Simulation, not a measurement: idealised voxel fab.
Documented hereafter: the process module known as voxel transistor to metal.
Square cell edge 5 nm, section width 215 nm, ID cut.
We lay out every cross-section as a grid of square cells and spell it out in bands from the top down, where one band means one or more rows of cells.
For a band, the entry starts with two heights in nm, that of the top and then that of the bottom, and carries on with the band's materials in order from left to right, each alongside its width in nm; the word "all across" beside a single material means it fills the band edge to edge, and "air" means empty space.
A quick word on heights: they are counted from 0, and under that level the wafer as it came to us is one material throughout. The lowest band is different from the rest in having no bottom; it simply continues downward, written as in "from 0 down".
A two-number width, for instance "30..40", indicates that the width is equal to the first number in the top row of the band and to the second number in the bottom row, and that it changes by a constant amount per row of cells.
It should be understood that the words "nothing changed", when stated for a given step, signify that the cross-section underwent no change in any of its cells during that step.
The label "Sealed internal voids" introduces a list of the empty spaces, 8 cells or larger, that have no open way up to the top; each entry in it reads width x height at distance, where the distance is taken from the left edge and all three are stated in nm.
Step line, after settings: the simulator's comment on this step.
Regarding "overlay nm": on a step with a mask, it is the distance the mask lay to the right of its planned place; a negative value places it to the left.
**Process steps foreseen in the plan**
step 1: RECEIVE | material Si
step 2: CONFORMAL_DEP | material SiO2 | thk nm 5
step 3: CONFORMAL_DEP | material SiN | thk nm 15
step 4: MASKED_ETCH | tone cover | mask id ACTIVE | width nm 100 | etch materials SiN | depth nm 15 | overlay nm 0
step 5: MASKED_ETCH | tone cover | mask id ACTIVE | width nm 100 | etch materials SiO2 | depth nm 5 | overlay nm 0
step 6: MASKED_ETCH | tone cover | mask id ACTIVE | width nm 100 | etch materials Si | depth nm 20 | overlay nm 0
step 7: OXIDIZE | depth nm 5
step 8: FILL_DEP | material SiO2 | thk nm 10
step 9: CMP | height nm 20
step 10: SELECTIVE_ETCH | etch materials SiO2 | depth nm 10
step 11: STRIP | etch materials SiN
step 12: SELECTIVE_ETCH | etch materials SiO2 | depth nm 5
step 13: OXIDIZE | depth nm 5
step 14: DIRECTIONAL_DEP | material polySi | thk nm 30
step 15: DIRECTIONAL_DEP | material SiCN | thk nm 15
step 16: DIRECTIONAL_DEP | material aC | thk nm 10
step 17: PATTERN | tone cover | mask id GATE | material resist | width nm 20 | thk nm 25 | overlay nm 0
step 18: DIRECTIONAL_ETCH | etch materials aC | depth nm 10
step 19: STRIP | etch materials resist
step 20: DIRECTIONAL_ETCH | etch materials SiCN | depth nm 25
step 21: DIRECTIONAL_ETCH | etch materials polySi | depth nm 40
step 22: STRIP | etch materials aC
step 23: CONFORMAL_DEP | material SiO2 | thk nm 5
step 24: DIRECTIONAL_ETCH | etch materials SiO2 | depth nm 5
step 25: CONFORMAL_DEP | material SiN | thk nm 10
step 26: DIRECTIONAL_ETCH | etch materials SiN | depth nm 10
step 27: DIRECTIONAL_ETCH | etch materials SiO2 | depth nm 5
step 28: EPI | material SiGe | thk nm 5
step 29: FILL_DEP | material SiO2 | thk nm 10
step 30: CMP | height nm 45
step 31: DIRECTIONAL_DEP | material SiO2 | thk nm 15
step 32: DIRECTIONAL_DEP | material aC | thk nm 10
step 33: PATTERN | tone open | mask id CONTACT | material resist | width nm 30 | pitch nm 60 | thk nm 30 | overlay nm 0
step 34: DIRECTIONAL_ETCH | etch materials aC | depth nm 10
step 35: STRIP | etch materials resist
step 36: DIRECTIONAL_ETCH | etch materials SiO2 | depth nm 60
step 37: STRIP | etch materials aC
step 38: CONFORMAL_DEP | material TiN | thk nm 5
step 39: FILL_DEP | material Ru | thk nm 5
step 40: CMP | height nm 60
step 41: DIRECTIONAL_DEP | material TiN | thk nm 5
step 42: DIRECTIONAL_DEP | material Ru | thk nm 15
step 43: MASKED_ETCH | tone cover | mask id METAL_1 | width nm 20 | pitch nm 70 | etch materials Ru | depth nm 15 | overlay nm 0
step 44: MASKED_ETCH | tone cover | mask id METAL_1 | width nm 20 | pitch nm 70 | etch materials TiN | depth nm 5 | overlay nm 0
step 45: CONFORMAL_DEP | material SiN | thk nm 5
step 46: FILL_DEP | material lowk | thk nm 5
step 47: CMP | height nm 80
step 48: CONFORMAL_DEP | material SiCN | thk nm 5
step 49: DIRECTIONAL_DEP | material SiO2 | thk nm 25
step 50: MASKED_ETCH | tone open | mask id METAL_2 | width nm 20 | pitch nm 70 | etch materials SiO2 | depth nm 15 | overlay nm 0
step 51: MASKED_ETCH | tone open | mask id METAL_2_HOLES | width nm 15 | pitch nm 70 | etch materials SiO2 | depth nm 10 | overlay nm 0
step 52: MASKED_ETCH | tone open | mask id METAL_2_HOLES | width nm 15 | pitch nm 70 | etch materials SiCN | depth nm 5 | overlay nm 0
step 53: CONFORMAL_DEP | material TiN | thk nm 5
step 54: FILL_DEP | material Cu | thk nm 5
step 55: CMP | height nm 110
step 56: CONFORMAL_DEP | material SiCN | thk nm 5
**First of two wafers, with the run carried out as planned**
**Wafer cross-section on receipt, i.e. after step 1**
	from 0 down | Si all across
	Sealed internal voids: none
**Wafer after step 2 (cross-section)**
	from 5 to 0 | SiO2 all across
	Under 0: no change, same as before.
**Wafer after step 3 (cross-section)**
	from 20 to 5 | SiN all across
	Under 5: no change, same as before.
**Wafer after step 4 (cross-section)**
	from 20 to 5 | air (55), then SiN (100), then air (60)
	Under 5: no change, same as before.
**Wafer after step 5 (cross-section)**
	from 20 to 5 | air (55), then SiN (100), then air (60)
	from 5 to 0 | air (55), then SiO2 (100), then air (60)
	Under 0: no change, same as before.
**Wafer after step 6 (cross-section)**
	from 20 to 5 | air (55), then SiN (100), then air (60)
	from 5 to 0 | air (55), then SiO2 (100), then air (60)
	from 0 to -20 | air (55), then Si (100), then air (60)
	Under -20: no change, same as before.
**Wafer after step 7 (cross-section)**
	from 20 to 5 | air (55), then SiN (100), then air (60)
	from 5 to 0 | air (55), then SiO2 (100), then air (60)
	from 0 to -20 | air (55), then SiO2 (5), then Si (90), then SiO2 (5), then air (60)
	from -20 to -25 | SiO2 (60), then Si (90), then SiO2 (65)
	Under -25: no change, same as before.
**Wafer after step 8 (cross-section)**
	from 30 to 20 | SiO2 all across
	from 20 to 5 | SiO2 (55), then SiN (100), then SiO2 (60)
	from 5 to 0 | SiO2 all across
	from 0 to -25 | SiO2 (60), then Si (90), then SiO2 (65)
	Under -25: no change, same as before.
**Wafer after step 9 (cross-section)**
	from 20 to 5 | SiO2 (55), then SiN (100), then SiO2 (60)
	Under 5: no change, same as before.
**Wafer after step 10 (cross-section)**
	from 20 to 10 | air (55), then SiN (100), then air (60)
	Under 10: no change, same as before.
**Wafer after step 11 (cross-section)**
	from 10 to 5 | SiO2 (55), then air (100), then SiO2 (60)
	Under 5: no change, same as before.
**Wafer after step 12 (cross-section)**
	from 5 to 0 | SiO2 (50), then air (110), then SiO2 (55)
	Under 0: no change, same as before.
**Wafer after step 13 (cross-section)**
	from 5 to 0 | SiO2 (50), then air (110), then SiO2 (55)
	from 0 to -5 | SiO2 all across
	Under -5: no change, same as before.
**Wafer after step 14 (cross-section)**
	from 35 to 30 | polySi (50), then air (110), then polySi (55)
	from 30 to 5 | polySi all across
	from 5 to 0 | SiO2 (50), then polySi (110), then SiO2 (55)
	Under 0: no change, same as before.
**Wafer after step 15 (cross-section)**
	from 50 to 45 | SiCN (50), then air (110), then SiCN (55)
	from 45 to 35 | SiCN all across
	from 35 to 30 | polySi (50), then SiCN (110), then polySi (55)
	Under 30: no change, same as before.
**Wafer after step 16 (cross-section)**
	from 60 to 55 | aC (50), then air (110), then aC (55)
	from 55 to 50 | aC all across
	from 50 to 45 | SiCN (50), then aC (110), then SiCN (55)
	Under 45: no change, same as before.
**Wafer after step 17 (cross-section)**
	from 85 to 60 | air (95), then resist (20), then air (100)
	from 60 to 55 | aC (50), then air (45), then resist (20), then air (45), then aC (55)
	Under 55: no change, same as before.
**Wafer after step 18 (cross-section)**
	from 75 to 55 | air (95), then resist (20), then air (100)
	from 55 to 50 | air (95), then aC (20), then air (100)
	from 50 to 45 | SiCN (50), then air (45), then aC (20), then air (45), then SiCN (55)
	Under 45: no change, same as before.
**Wafer after step 19 (cross-section)**
	from 55 to 50 | air (95), then aC (20), then air (100)
	Under 50: no change, same as before.
**Wafer after step 20 (cross-section)**
	from 55 to 45 | air (95), then aC (20), then air (100)
	from 45 to 35 | air (95), then SiCN (20), then air (100)
	from 35 to 30 | polySi (50), then air (45), then SiCN (20), then air (45), then polySi (55)
	Under 30: no change, same as before.
**Wafer after step 21 (cross-section)**
	from 55 to 45 | air (95), then aC (20), then air (100)
	from 45 to 30 | air (95), then SiCN (20), then air (100)
	from 30 to 5 | air (95), then polySi (20), then air (100)
	from 5 to 0 | SiO2 (50), then air (45), then polySi (20), then air (45), then SiO2 (55)
	Under 0: no change, same as before.
**Wafer after step 22 (cross-section)**
	from 45 to 30 | air (95), then SiCN (20), then air (100)
	Under 30: no change, same as before.
**Wafer after step 23 (cross-section)**
	from 50 to 45 | air (90), then SiO2 (30), then air (95)
	from 45 to 30 | air (90), then SiO2 (5), then SiCN (20), then SiO2 (5), then air (95)
	from 30 to 10 | air (90), then SiO2 (5), then polySi (20), then SiO2 (5), then air (95)
	from 10 to 5 | SiO2 (55), then air (35), then SiO2 (5), then polySi (20), then SiO2 (5), then air (35), then SiO2 (60)
	from 5 to 0 | SiO2 (95), then polySi (20), then SiO2 (100)
	Under 0: no change, same as before.
**Wafer after step 24 (cross-section)**
	from 45 to 30 | air (90), then SiO2 (5), then SiCN (20), then SiO2 (5), then air (95)
	from 30 to 5 | air (90), then SiO2 (5), then polySi (20), then SiO2 (5), then air (95)
	from 5 to 0 | SiO2 (55), then air (35), then SiO2 (5), then polySi (20), then SiO2 (5), then air (35), then SiO2 (60)
	Under 0: no change, same as before.
**Wafer after step 25 (cross-section)**
	from 55 to 45 | air (80), then SiN (50), then air (85)
	from 45 to 30 | air (80), then SiN (10), then SiO2 (5), then SiCN (20), then SiO2 (5), then SiN (10), then air (85)
	from 30 to 15 | air (80), then SiN (10), then SiO2 (5), then polySi (20), then SiO2 (5), then SiN (10), then air (85)
	from 15 to 10 | SiN (65), then air (15), then SiN (10), then SiO2 (5), then polySi (20), then SiO2 (5), then SiN (10), then air (15), then SiN (70)
	from 10 to 5 | SiN (90), then SiO2 (5), then polySi (20), then SiO2 (5), then SiN (95)
	from 5 to 0 | SiO2 (55), then SiN (35), then SiO2 (5), then polySi (20), then SiO2 (5), then SiN (35), then SiO2 (60)
	Under 0: no change, same as before.
**Wafer after step 26 (cross-section)**
	from 45 to 30 | air (80), then SiN (10), then SiO2 (5), then SiCN (20), then SiO2 (5), then SiN (10), then air (85)
	from 30 to 5 | air (80), then SiN (10), then SiO2 (5), then polySi (20), then SiO2 (5), then SiN (10), then air (85)
	from 5 to 0 | SiO2 (55), then SiN (10), then air (15), then SiN (10), then SiO2 (5), then polySi (20), then SiO2 (5), then SiN (10), then air (15), then SiN (10), then SiO2 (60)
	Under 0: no change, same as before.
**Wafer after step 27 (cross-section)**
	from 45 to 40 | air (80), then SiN (10), then air (5), then SiCN (20), then air (5), then SiN (10), then air (85)
	from 40 to 30 | air (80), then SiN (10), then SiO2 (5), then SiCN (20), then SiO2 (5), then SiN (10), then air (85)
	from 30 to 5 | air (80), then SiN (10), then SiO2 (5), then polySi (20), then SiO2 (5), then SiN (10), then air (85)
	from 5 to 0 | air (55), then SiN (10), then air (15), then SiN (10), then SiO2 (5), then polySi (20), then SiO2 (5), then SiN (10), then air (15), then SiN (10), then air (60)
	from 0 to -5 | SiO2 (65), then air (15), then SiO2 (50), then air (15), then SiO2 (70)
	Under -5: no change, same as before.
**Wafer after step 28 (cross-section)**
	from 45 to 40 | air (80), then SiN (10), then air (5), then SiCN (20), then air (5), then SiN (10), then air (85)
	from 40 to 30 | air (80), then SiN (10), then SiO2 (5), then SiCN (20), then SiO2 (5), then SiN (10), then air (85)
	from 30 to 5 | air (80), then SiN (10), then SiO2 (5), then polySi (20), then SiO2 (5), then SiN (10), then air (85)
	from 5 to 0 | air (55), then SiN (10), then air (15), then SiN (10), then SiO2 (5), then polySi (20), then SiO2 (5), then SiN (10), then air (15), then SiN (10), then air (60)
	from 0 to -5 | SiO2 (65), then SiGe (15), then SiO2 (50), then SiGe (15), then SiO2 (70)
	Under -5: no change, same as before.
**Wafer after step 29 (cross-section)**
	from 55 to 45 | SiO2 all across
	from 45 to 30 | SiO2 (80), then SiN (10), then SiO2 (5), then SiCN (20), then SiO2 (5), then SiN (10), then SiO2 (85)
	from 30 to 5 | SiO2 (80), then SiN (10), then SiO2 (5), then polySi (20), then SiO2 (5), then SiN (10), then SiO2 (85)
	from 5 to 0 | SiO2 (55), then SiN (10), then SiO2 (15), then SiN (10), then SiO2 (5), then polySi (20), then SiO2 (5), then SiN (10), then SiO2 (15), then SiN (10), then SiO2 (60)
	Under 0: no change, same as before.
**Wafer after step 30 (cross-section)**
	from 45 to 30 | SiO2 (80), then SiN (10), then SiO2 (5), then SiCN (20), then SiO2 (5), then SiN (10), then SiO2 (85)
	Under 30: no change, same as before.
**Wafer after step 31 (cross-section)**
	from 60 to 45 | SiO2 all across
	Under 45: no change, same as before.
**Wafer after step 32 (cross-section)**
	from 70 to 60 | aC all across
	Under 60: no change, same as before.
**Wafer after step 33 (cross-section)**
	from 100 to 70 | resist (60), then air (30), then resist (30), then air (30), then resist (65)
	Under 70: no change, same as before.
**Wafer after step 34 (cross-section)**
	from 90 to 70 | resist (60), then air (30), then resist (30), then air (30), then resist (65)
	from 70 to 60 | aC (60), then air (30), then aC (30), then air (30), then aC (65)
	Under 60: no change, same as before.
**Wafer after step 35 (cross-section)**
	from 70 to 60 | aC (60), then air (30), then aC (30), then air (30), then aC (65)
	Under 60: no change, same as before.
**Wafer after step 36 (cross-section)**
	from 70 to 60 | aC (60), then air (30), then aC (30), then air (30), then aC (65)
	from 60 to 45 | SiO2 (60), then air (30), then SiO2 (30), then air (30), then SiO2 (65)
	from 45 to 30 | SiO2 (60), then air (20), then SiN (10), then SiO2 (5), then SiCN (20), then SiO2 (5), then SiN (10), then air (20), then SiO2 (65)
	from 30 to 5 | SiO2 (60), then air (20), then SiN (10), then SiO2 (5), then polySi (20), then SiO2 (5), then SiN (10), then air (20), then SiO2 (65)
	from 5 to 0 | SiO2 (55), then SiN (10), then air (15), then SiN (10), then SiO2 (5), then polySi (20), then SiO2 (5), then SiN (10), then air (15), then SiN (10), then SiO2 (60)
	Under 0: no change, same as before.
**Wafer after step 37 (cross-section)**
	from 60 to 45 | SiO2 (60), then air (30), then SiO2 (30), then air (30), then SiO2 (65)
	Under 45: no change, same as before.
**Wafer after step 38 (cross-section)**
	from 65 to 60 | TiN (65), then air (20), then TiN (40), then air (20), then TiN (70)
	from 60 to 50 | SiO2 (60), then TiN (5), then air (20), then TiN (5), then SiO2 (30), then TiN (5), then air (20), then TiN (5), then SiO2 (65)
	from 50 to 45 | SiO2 (60), then TiN (5), then air (10), then TiN (15), then SiO2 (30), then TiN (15), then air (10), then TiN (5), then SiO2 (65)
	from 45 to 30 | SiO2 (60), then TiN (5), then air (10), then TiN (5), then SiN (10), then SiO2 (5), then SiCN (20), then SiO2 (5), then SiN (10), then TiN (5), then air (10), then TiN (5), then SiO2 (65)
	from 30 to 10 | SiO2 (60), then TiN (5), then air (10), then TiN (5), then SiN (10), then SiO2 (5), then polySi (20), then SiO2 (5), then SiN (10), then TiN (5), then air (10), then TiN (5), then SiO2 (65)
	from 10 to 5 | SiO2 (60), then TiN (10), then air (5), then TiN (5), then SiN (10), then SiO2 (5), then polySi (20), then SiO2 (5), then SiN (10), then TiN (5), then air (5), then TiN (10), then SiO2 (65)
	from 5 to 0 | SiO2 (55), then SiN (10), then TiN (15), then SiN (10), then SiO2 (5), then polySi (20), then SiO2 (5), then SiN (10), then TiN (15), then SiN (10), then SiO2 (60)
	Under 0: no change, same as before.
**Wafer after step 39 (cross-section)**
	from 70 to 65 | Ru all across
	from 65 to 60 | TiN (65), then Ru (20), then TiN (40), then Ru (20), then TiN (70)
	from 60 to 50 | SiO2 (60), then TiN (5), then Ru (20), then TiN (5), then SiO2 (30), then TiN (5), then Ru (20), then TiN (5), then SiO2 (65)
	from 50 to 45 | SiO2 (60), then TiN (5), then Ru (10), then TiN (15), then SiO2 (30), then TiN (15), then Ru (10), then TiN (5), then SiO2 (65)
	from 45 to 30 | SiO2 (60), then TiN (5), then Ru (10), then TiN (5), then SiN (10), then SiO2 (5), then SiCN (20), then SiO2 (5), then SiN (10), then TiN (5), then Ru (10), then TiN (5), then SiO2 (65)
	from 30 to 10 | SiO2 (60), then TiN (5), then Ru (10), then TiN (5), then SiN (10), then SiO2 (5), then polySi (20), then SiO2 (5), then SiN (10), then TiN (5), then Ru (10), then TiN (5), then SiO2 (65)
	from 10 to 5 | SiO2 (60), then TiN (10), then Ru (5), then TiN (5), then SiN (10), then SiO2 (5), then polySi (20), then SiO2 (5), then SiN (10), then TiN (5), then Ru (5), then TiN (10), then SiO2 (65)
	Under 5: no change, same as before.
**Wafer after step 40 (cross-section)**
	from 60 to 50 | SiO2 (60), then TiN (5), then Ru (20), then TiN (5), then SiO2 (30), then TiN (5), then Ru (20), then TiN (5), then SiO2 (65)
	Under 50: no change, same as before.
**Wafer after step 41 (cross-section)**
	from 65 to 60 | TiN all across
	Under 60: no change, same as before.
**Wafer after step 42 (cross-section)**
	from 80 to 65 | Ru all across
	Under 65: no change, same as before.
**Wafer after step 43 (cross-section)**
	from 80 to 65 | air (60), then Ru (20), then air (50), then Ru (20), then air (65)
	Under 65: no change, same as before.
**Wafer after step 44 (cross-section)**
	from 80 to 65 | air (60), then Ru (20), then air (50), then Ru (20), then air (65)
	from 65 to 60 | air (60), then TiN (20), then air (50), then TiN (20), then air (65)
	Under 60: no change, same as before.
**Wafer after step 45 (cross-section)**
	from 85 to 80 | air (55), then SiN (30), then air (40), then SiN (30), then air (60)
	from 80 to 65 | air (55), then SiN (5), then Ru (20), then SiN (5), then air (40), then SiN (5), then Ru (20), then SiN (5), then air (60)
	from 65 to 60 | SiN (60), then TiN (20), then SiN (50), then TiN (20), then SiN (65)
	Under 60: no change, same as before.
**Wafer after step 46 (cross-section)**
	from 90 to 85 | lowk all across
	from 85 to 80 | lowk (55), then SiN (30), then lowk (40), then SiN (30), then lowk (60)
	from 80 to 65 | lowk (55), then SiN (5), then Ru (20), then SiN (5), then lowk (40), then SiN (5), then Ru (20), then SiN (5), then lowk (60)
	Under 65: no change, same as before.
**Wafer after step 47 (cross-section)**
	from 80 to 65 | lowk (55), then SiN (5), then Ru (20), then SiN (5), then lowk (40), then SiN (5), then Ru (20), then SiN (5), then lowk (60)
	Under 65: no change, same as before.
**Wafer after step 48 (cross-section)**
	from 85 to 80 | SiCN all across
	Under 80: no change, same as before.
**Wafer after step 49 (cross-section)**
	from 110 to 85 | SiO2 all across
	Under 85: no change, same as before.
**Wafer after step 50 (cross-section)**
	from 110 to 95 | SiO2 (60), then air (20), then SiO2 (50), then air (20), then SiO2 (65)
	Under 95: no change, same as before.
**Wafer after step 51 (cross-section)**
	from 110 to 95 | SiO2 (60), then air (20), then SiO2 (50), then air (20), then SiO2 (65)
	from 95 to 85 | SiO2 (60), then air (15), then SiO2 (55), then air (15), then SiO2 (70)
	Under 85: no change, same as before.
**Wafer after step 52 (cross-section)**
	from 110 to 95 | SiO2 (60), then air (20), then SiO2 (50), then air (20), then SiO2 (65)
	from 95 to 85 | SiO2 (60), then air (15), then SiO2 (55), then air (15), then SiO2 (70)
	from 85 to 80 | SiCN (60), then air (15), then SiCN (55), then air (15), then SiCN (70)
	Under 80: no change, same as before.
**Wafer after step 53 (cross-section)**
	from 115 to 110 | TiN (65), then air (10), then TiN (60), then air (10), then TiN (70)
	from 110 to 100 | SiO2 (60), then TiN (5), then air (10), then TiN (5), then SiO2 (50), then TiN (5), then air (10), then TiN (5), then SiO2 (65)
	from 100 to 95 | SiO2 (60), then TiN (5), then air (5), then TiN (10), then SiO2 (50), then TiN (5), then air (5), then TiN (10), then SiO2 (65)
	from 95 to 85 | SiO2 (60), then TiN (5), then air (5), then TiN (5), then SiO2 (55), then TiN (5), then air (5), then TiN (5), then SiO2 (70)
	from 85 to 80 | SiCN (60), then TiN (15), then SiCN (55), then TiN (15), then SiCN (70)
	Under 80: no change, same as before.
**Wafer after step 54 (cross-section)**
	from 120 to 115 | Cu all across
	from 115 to 110 | TiN (65), then Cu (10), then TiN (60), then Cu (10), then TiN (70)
	from 110 to 100 | SiO2 (60), then TiN (5), then Cu (10), then TiN (5), then SiO2 (50), then TiN (5), then Cu (10), then TiN (5), then SiO2 (65)
	from 100 to 95 | SiO2 (60), then TiN (5), then Cu (5), then TiN (10), then SiO2 (50), then TiN (5), then Cu (5), then TiN (10), then SiO2 (65)
	from 95 to 85 | SiO2 (60), then TiN (5), then Cu (5), then TiN (5), then SiO2 (55), then TiN (5), then Cu (5), then TiN (5), then SiO2 (70)
	Under 85: no change, same as before.
**Wafer after step 55 (cross-section)**
	from 110 to 100 | SiO2 (60), then TiN (5), then Cu (10), then TiN (5), then SiO2 (50), then TiN (5), then Cu (10), then TiN (5), then SiO2 (65)
	Under 100: no change, same as before.
**Wafer after step 56 (cross-section)**
	from 115 to 110 | SiCN all across
	Under 110: no change, same as before.
**Okay, second wafer. Nothing different at the start, nothing different in the plan, just one mistake somewhere in the running. As far as step 30, counting that step, it's the first wafer all over again**
**Second wafer shown in cross-section at the time step 31 was slated to end**
	from 75 to 45 | SiO2 all across
	Under 45: no change, same as before.
**Second wafer shown in cross-section at the time step 32 was slated to end**
	from 85 to 75 | aC all across
	Under 75: no change, same as before.
**Second wafer shown in cross-section at the time step 33 was slated to end**
	from 115 to 85 | resist (60), then air (30), then resist (30), then air (30), then resist (65)
	Under 85: no change, same as before.
**Second wafer shown in cross-section at the time step 34 was slated to end**
	from 105 to 85 | resist (60), then air (30), then resist (30), then air (30), then resist (65)
	from 85 to 75 | aC (60), then air (30), then aC (30), then air (30), then aC (65)
	Under 75: no change, same as before.
**Second wafer shown in cross-section at the time step 35 was slated to end**
	from 85 to 75 | aC (60), then air (30), then aC (30), then air (30), then aC (65)
	Under 75: no change, same as before.
**Second wafer shown in cross-section at the time step 36 was slated to end**
	from 85 to 75 | aC (60), then air (30), then aC (30), then air (30), then aC (65)
	from 75 to 45 | SiO2 (60), then air (30), then SiO2 (30), then air (30), then SiO2 (65)
	from 45 to 30 | SiO2 (60), then air (20), then SiN (10), then SiO2 (5), then SiCN (20), then SiO2 (5), then SiN (10), then air (20), then SiO2 (65)
	from 30 to 15 | SiO2 (60), then air (20), then SiN (10), then SiO2 (5), then polySi (20), then SiO2 (5), then SiN (10), then air (20), then SiO2 (65)
	Under 15: no change, same as before.
**Second wafer shown in cross-section at the time step 37 was slated to end**
	from 75 to 45 | SiO2 (60), then air (30), then SiO2 (30), then air (30), then SiO2 (65)
	Under 45: no change, same as before.
**Second wafer shown in cross-section at the time step 38 was slated to end**
	from 80 to 75 | TiN (65), then air (20), then TiN (40), then air (20), then TiN (70)
	from 75 to 50 | SiO2 (60), then TiN (5), then air (20), then TiN (5), then SiO2 (30), then TiN (5), then air (20), then TiN (5), then SiO2 (65)
	from 50 to 45 | SiO2 (60), then TiN (5), then air (10), then TiN (15), then SiO2 (30), then TiN (15), then air (10), then TiN (5), then SiO2 (65)
	from 45 to 30 | SiO2 (60), then TiN (5), then air (10), then TiN (5), then SiN (10), then SiO2 (5), then SiCN (20), then SiO2 (5), then SiN (10), then TiN (5), then air (10), then TiN (5), then SiO2 (65)
	from 30 to 20 | SiO2 (60), then TiN (5), then air (10), then TiN (5), then SiN (10), then SiO2 (5), then polySi (20), then SiO2 (5), then SiN (10), then TiN (5), then air (10), then TiN (5), then SiO2 (65)
	from 20 to 15 | SiO2 (60), then TiN (20), then SiN (10), then SiO2 (5), then polySi (20), then SiO2 (5), then SiN (10), then TiN (20), then SiO2 (65)
	Under 15: no change, same as before.
**Second wafer shown in cross-section at the time step 39 was slated to end**
	from 85 to 80 | Ru all across
	from 80 to 75 | TiN (65), then Ru (20), then TiN (40), then Ru (20), then TiN (70)
	from 75 to 50 | SiO2 (60), then TiN (5), then Ru (20), then TiN (5), then SiO2 (30), then TiN (5), then Ru (20), then TiN (5), then SiO2 (65)
	from 50 to 45 | SiO2 (60), then TiN (5), then Ru (10), then TiN (15), then SiO2 (30), then TiN (15), then Ru (10), then TiN (5), then SiO2 (65)
	from 45 to 30 | SiO2 (60), then TiN (5), then Ru (10), then TiN (5), then SiN (10), then SiO2 (5), then SiCN (20), then SiO2 (5), then SiN (10), then TiN (5), then Ru (10), then TiN (5), then SiO2 (65)
	from 30 to 20 | SiO2 (60), then TiN (5), then Ru (10), then TiN (5), then SiN (10), then SiO2 (5), then polySi (20), then SiO2 (5), then SiN (10), then TiN (5), then Ru (10), then TiN (5), then SiO2 (65)
	Under 20: no change, same as before.
**Second wafer shown in cross-section at the time step 40 was slated to end**
	from 60 to 50 | SiO2 (60), then TiN (5), then Ru (20), then TiN (5), then SiO2 (30), then TiN (5), then Ru (20), then TiN (5), then SiO2 (65)
	Under 50: no change, same as before.
**Second wafer shown in cross-section at the time step 41 was slated to end**
	from 65 to 60 | TiN all across
	Under 60: no change, same as before.
**Second wafer shown in cross-section at the time step 42 was slated to end**
	from 80 to 65 | Ru all across
	Under 65: no change, same as before.
**Second wafer shown in cross-section at the time step 43 was slated to end**
	from 80 to 65 | air (60), then Ru (20), then air (50), then Ru (20), then air (65)
	Under 65: no change, same as before.
**Second wafer shown in cross-section at the time step 44 was slated to end**
	from 80 to 65 | air (60), then Ru (20), then air (50), then Ru (20), then air (65)
	from 65 to 60 | air (60), then TiN (20), then air (50), then TiN (20), then air (65)
	Under 60: no change, same as before.
**Second wafer shown in cross-section at the time step 45 was slated to end**
	from 85 to 80 | air (55), then SiN (30), then air (40), then SiN (30), then air (60)
	from 80 to 65 | air (55), then SiN (5), then Ru (20), then SiN (5), then air (40), then SiN (5), then Ru (20), then SiN (5), then air (60)
	from 65 to 60 | SiN (60), then TiN (20), then SiN (50), then TiN (20), then SiN (65)
	Under 60: no change, same as before.
**Second wafer shown in cross-section at the time step 46 was slated to end**
	from 90 to 85 | lowk all across
	from 85 to 80 | lowk (55), then SiN (30), then lowk (40), then SiN (30), then lowk (60)
	from 80 to 65 | lowk (55), then SiN (5), then Ru (20), then SiN (5), then lowk (40), then SiN (5), then Ru (20), then SiN (5), then lowk (60)
	Under 65: no change, same as before.
**Second wafer shown in cross-section at the time step 47 was slated to end**
	from 80 to 65 | lowk (55), then SiN (5), then Ru (20), then SiN (5), then lowk (40), then SiN (5), then Ru (20), then SiN (5), then lowk (60)
	Under 65: no change, same as before.
**Second wafer shown in cross-section at the time step 48 was slated to end**
	from 85 to 80 | SiCN all across
	Under 80: no change, same as before.
**Second wafer shown in cross-section at the time step 49 was slated to end**
	from 110 to 85 | SiO2 all across
	Under 85: no change, same as before.
**Second wafer shown in cross-section at the time step 50 was slated to end**
	from 110 to 95 | SiO2 (60), then air (20), then SiO2 (50), then air (20), then SiO2 (65)
	Under 95: no change, same as before.
**Second wafer shown in cross-section at the time step 51 was slated to end**
	from 110 to 95 | SiO2 (60), then air (20), then SiO2 (50), then air (20), then SiO2 (65)
	from 95 to 85 | SiO2 (60), then air (15), then SiO2 (55), then air (15), then SiO2 (70)
	Under 85: no change, same as before.
**Second wafer shown in cross-section at the time step 52 was slated to end**
	from 110 to 95 | SiO2 (60), then air (20), then SiO2 (50), then air (20), then SiO2 (65)
	from 95 to 85 | SiO2 (60), then air (15), then SiO2 (55), then air (15), then SiO2 (70)
	from 85 to 80 | SiCN (60), then air (15), then SiCN (55), then air (15), then SiCN (70)
	Under 80: no change, same as before.
**Second wafer shown in cross-section at the time step 53 was slated to end**
	from 115 to 110 | TiN (65), then air (10), then TiN (60), then air (10), then TiN (70)
	from 110 to 100 | SiO2 (60), then TiN (5), then air (10), then TiN (5), then SiO2 (50), then TiN (5), then air (10), then TiN (5), then SiO2 (65)
	from 100 to 95 | SiO2 (60), then TiN (5), then air (5), then TiN (10), then SiO2 (50), then TiN (5), then air (5), then TiN (10), then SiO2 (65)
	from 95 to 85 | SiO2 (60), then TiN (5), then air (5), then TiN (5), then SiO2 (55), then TiN (5), then air (5), then TiN (5), then SiO2 (70)
	from 85 to 80 | SiCN (60), then TiN (15), then SiCN (55), then TiN (15), then SiCN (70)
	Under 80: no change, same as before.
**Second wafer shown in cross-section at the time step 54 was slated to end**
	from 120 to 115 | Cu all across
	from 115 to 110 | TiN (65), then Cu (10), then TiN (60), then Cu (10), then TiN (70)
	from 110 to 100 | SiO2 (60), then TiN (5), then Cu (10), then TiN (5), then SiO2 (50), then TiN (5), then Cu (10), then TiN (5), then SiO2 (65)
	from 100 to 95 | SiO2 (60), then TiN (5), then Cu (5), then TiN (10), then SiO2 (50), then TiN (5), then Cu (5), then TiN (10), then SiO2 (65)
	from 95 to 85 | SiO2 (60), then TiN (5), then Cu (5), then TiN (5), then SiO2 (55), then TiN (5), then Cu (5), then TiN (5), then SiO2 (70)
	Under 85: no change, same as before.
**Second wafer shown in cross-section at the time step 55 was slated to end**
	from 110 to 100 | SiO2 (60), then TiN (5), then Cu (10), then TiN (5), then SiO2 (50), then TiN (5), then Cu (10), then TiN (5), then SiO2 (65)
	Under 100: no change, same as before.
**Second wafer shown in cross-section at the time step 56 was slated to end**
	from 115 to 110 | SiCN all across
	Under 110: no change, same as before.
What broke from the plan during processing? step 31 of the plan was executed twice over
Final cells, second wafer relative to first, materials higher or lower: 10 fewer of Ru | 22 more of SiO2 | 12 fewer of TiN
